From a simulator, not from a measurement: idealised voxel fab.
process module | voxel ribs on slabs
cross-section cut | 230 nm wide | cells 5 nm
A cross-section is a grid of square cells, given in bands from the top down. A band is one or more rows of cells.
Each band's line starts with the height of the band's top and of its bottom, in nm. Then come its materials from left to right, each with its width in nm. One material with "throughout" fills the band from edge to edge. "air" is empty space.
Height 0 is the level under which the wafer as received is all one material. The lowest band goes on downwards, as in "0 down".
A width such as "30 to 40" changes by the same amount from each row of cells to the next, from the band's top row to its bottom row.
"no change" after a step means that no cell of the cross-section changed.
closed voids: empty space of 8 cells or more with no open way to the top, each as width x height at its distance from the left edge, in nm
after a step's settings: what the simulator itself notes on the step
overlay nm, on a step with a mask: how far to the right of its planned place the mask lay; to the left if negative
plan
1 op RECEIVE | material Si
2 op DIRECTIONAL_DEP | material SiO2 | thk nm 25
3 op DIRECTIONAL_DEP | material polySi | thk nm 20
4 op PATTERN | tone cover | mask id RIB | material resist | width nm 15 | thk nm 15 | overlay nm 0
5 op DIRECTIONAL_ETCH | etch materials polySi | depth nm 15
6 op STRIP | etch materials resist
7 op DIRECTIONAL_DEP | material aC | thk nm 15
8 op PATTERN | tone cover | mask id SLAB | material resist | width nm 65 | thk nm 35 | overlay nm -15
9 op DIRECTIONAL_ETCH | etch materials aC | depth nm 15
10 op STRIP | etch materials resist
11 op DIRECTIONAL_ETCH | etch materials polySi | depth nm 5
12 op STRIP | etch materials aC
13 op FILL_DEP | material SiO2 | thk nm 20
14 op CMP | height nm 60
15 op DIRECTIONAL_DEP | material TiN | thk nm 10
16 op DIRECTIONAL_DEP | material aC | thk nm 15
17 op PATTERN | tone cover | mask id HEATER | material resist | width nm 25 | thk nm 30 | overlay nm 0
18 op DIRECTIONAL_ETCH | etch materials aC | depth nm 15
19 op STRIP | etch materials resist
20 op DIRECTIONAL_ETCH | etch materials TiN | depth nm 10
21 op STRIP | etch materials aC
22 op CONFORMAL_DEP | material SiO2 | thk nm 10
varied across the wafers: overlay nm of step 8. The plan shows the first wafer's value. All wafers start alike
first wafer as received, after step 1
  0 down: Si throughout
  closed voids: none
each wafer at the end: cells of each material gained (+) or lost (-) since it was received, then its closed voids
overlay nm -15 | +630 SiO2 | +10 TiN | +22 polySi | closed voids: none
overlay nm -10 | +630 SiO2 | +10 TiN | +22 polySi | closed voids: none
overlay nm -5 | +630 SiO2 | +10 TiN | +22 polySi | closed voids: none
overlay nm 0 | +630 SiO2 | +10 TiN | +22 polySi | closed voids: none
overlay nm 5 | +630 SiO2 | +10 TiN | +22 polySi | closed voids: none
overlay nm 10 | +630 SiO2 | +10 TiN | +22 polySi | closed voids: none
overlay nm 15 | +630 SiO2 | +10 TiN | +22 polySi | closed voids: none
